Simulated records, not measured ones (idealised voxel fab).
You're looking at the process module voxel self aligned vias.
The cross-section shown here is cut; it is 210 nm wide and divided into square cells measuring 5 nm on a side.
Notation: cross-section as square-cell grid; stated in bands, top first, going down; one or more cell rows per band. Top, bottom (nm), then materials left to right with widths (nm); lone material tagged "throughout" fills the whole band edge to edge; "air" = empty space. Heights from 0 (as-received wafer is one material below). Bottom band endless downward, as "top 0, no bottom". Read "30..40" as a graded width: first number on top, second number at the bottom, same change between each pair of neighbouring rows. "all unchanged" -> step changed no cross-section cell. For the entry "Completely enclosed voids", the listed items are empty spaces with no open way to the top whose size is 8 cells or more; each item follows the pattern width x height at distance, where distance is from the left edge and all three are in nm. On a step's line, text after the settings is the simulator commenting on that step. On any step carrying a mask, the "overlay nm" setting, if present on the step's line, tells how far right of its planned place the mask lay; negative values point to the left.
Planned step list for the process:
- 1: RECEIVE with material Si
- 2: CONFORMAL_DEP with material SiO2, thk nm 15
- 3: CONFORMAL_DEP with material SiCN, thk nm 5
- 4: DIRECTIONAL_DEP with material lowk, thk nm 10
- 5: DIRECTIONAL_DEP with material aC, thk nm 10
- 6: PATTERN with tone open, mask id LINES, material resist, width nm 25, pitch nm 65, thk nm 25, overlay nm 0
- 7: DIRECTIONAL_ETCH with etch materials aC, depth nm 10
- 8: STRIP with etch materials resist
- 9: DIRECTIONAL_ETCH with etch materials lowk, depth nm 20
- 10: STRIP with etch materials aC
- 11: CONFORMAL_DEP with material TiN, thk nm 5
- 12: FILL_DEP with material Ru, thk nm 10
- 13: CMP with height nm 40
- 14: SELECTIVE_ETCH with etch materials W Ru TiN, depth nm 10
- 15: FILL_DEP with material SiN, thk nm 10
- 16: CMP with height nm 40
- 17: DIRECTIONAL_DEP with material lowk, thk nm 15
- 18: PATTERN with tone open, mask id VIAS, material resist, width nm 45, pitch nm 65, thk nm 15, overlay nm 0
- 19: DIRECTIONAL_ETCH with etch materials lowk, depth nm 15
- 20: DIRECTIONAL_ETCH with etch materials SiN, depth nm 10
- 21: STRIP with etch materials resist
- 22: CONFORMAL_DEP with material TiN, thk nm 5
- 23: FILL_DEP with material W, thk nm 5
- 24: CMP with height nm 55
- 25: CONFORMAL_DEP with material SiN, thk nm 5
Same starting wafers, different thk nm at step 4. Plan value belongs to the first wafer.
Incoming state of the first of several wafers in cross-section: after step 1:
  top 0, no bottom  Si throughout
  Completely enclosed voids: none
First of several wafers, sectioned at end of module (last step: step 25):
  top 60, bottom 55  SiN throughout
  top 55, bottom 40  lowk: 15 | TiN: 5 | W: 35 | TiN: 5 | lowk: 20 | TiN: 5 | W: 35 | TiN: 5 | lowk: 20 | TiN: 5 | W: 35 | TiN: 5 | lowk: 20
  top 40, bottom 35  SiN: 15 | TiN: 5 | W: 35 | TiN: 5 | SiN: 20 | TiN: 5 | W: 35 | TiN: 5 | SiN: 20 | TiN: 5 | W: 35 | TiN: 5 | SiN: 20
  top 35, bottom 30  SiN: 15 | TiN: 45 | SiN: 20 | TiN: 45 | SiN: 20 | TiN: 45 | SiN: 20
  top 30, bottom 25  lowk: 25 | TiN: 5 | Ru: 15 | TiN: 5 | lowk: 40 | TiN: 5 | Ru: 15 | TiN: 5 | lowk: 40 | TiN: 5 | Ru: 15 | TiN: 5 | lowk: 30
  top 25, bottom 20  lowk: 25 | TiN: 25 | lowk: 40 | TiN: 25 | lowk: 40 | TiN: 25 | lowk: 30
  top 20, bottom 15  SiCN throughout
  top 15, bottom 0  SiO2 throughout
  top 0, no bottom  Si throughout
  Completely enclosed voids: none
Cross-section, module end, final of several wafers:
  top 60, bottom 55  SiN throughout
  top 55, bottom 45  lowk: 15 | TiN: 5 | W: 35 | TiN: 5 | lowk: 20 | TiN: 5 | W: 35 | TiN: 5 | lowk: 20 | TiN: 5 | W: 35 | TiN: 5 | lowk: 20
  top 45, bottom 40  lowk: 15 | TiN: 15 | W: 15 | TiN: 15 | lowk: 20 | TiN: 15 | W: 15 | TiN: 15 | lowk: 20 | TiN: 15 | W: 15 | TiN: 15 | lowk: 20
  top 40, bottom 35  lowk: 25 | TiN: 25 | lowk: 40 | TiN: 25 | lowk: 40 | TiN: 25 | lowk: 30
  top 35, bottom 20  lowk throughout
  top 20, bottom 15  SiCN throughout
  top 15, bottom 0  SiO2 throughout
  top 0, no bottom  Si throughout
  Completely enclosed voids: none
Wafer rows, end of module: cells per material gained (+) or lost (-) since receipt; closed voids last:
thk nm 10, +9 Ru, +42 SiCN, +72 SiN, +126 SiO2, +72 TiN, +84 W, +99 lowk, Completely enclosed voids: none
thk nm 15, +9 Ru, +42 SiCN, +57 SiN, +126 SiO2, +72 TiN, +72 W, +126 lowk, Completely enclosed voids: none
thk nm 20, +9 Ru, +42 SiCN, +42 SiN, +126 SiO2, +72 TiN, +60 W, +153 lowk, Completely enclosed voids: none
thk nm 25, +42 SiCN, +42 SiN, +126 SiO2, +66 TiN, +60 W, +168 lowk, Completely enclosed voids: none
thk nm 30, +42 SiCN, +42 SiN, +126 SiO2, +51 TiN, +60 W, +183 lowk, Completely enclosed voids: none
thk nm 35, +42 SiCN, +42 SiN, +126 SiO2, +45 TiN, +51 W, +198 lowk, Completely enclosed voids: none
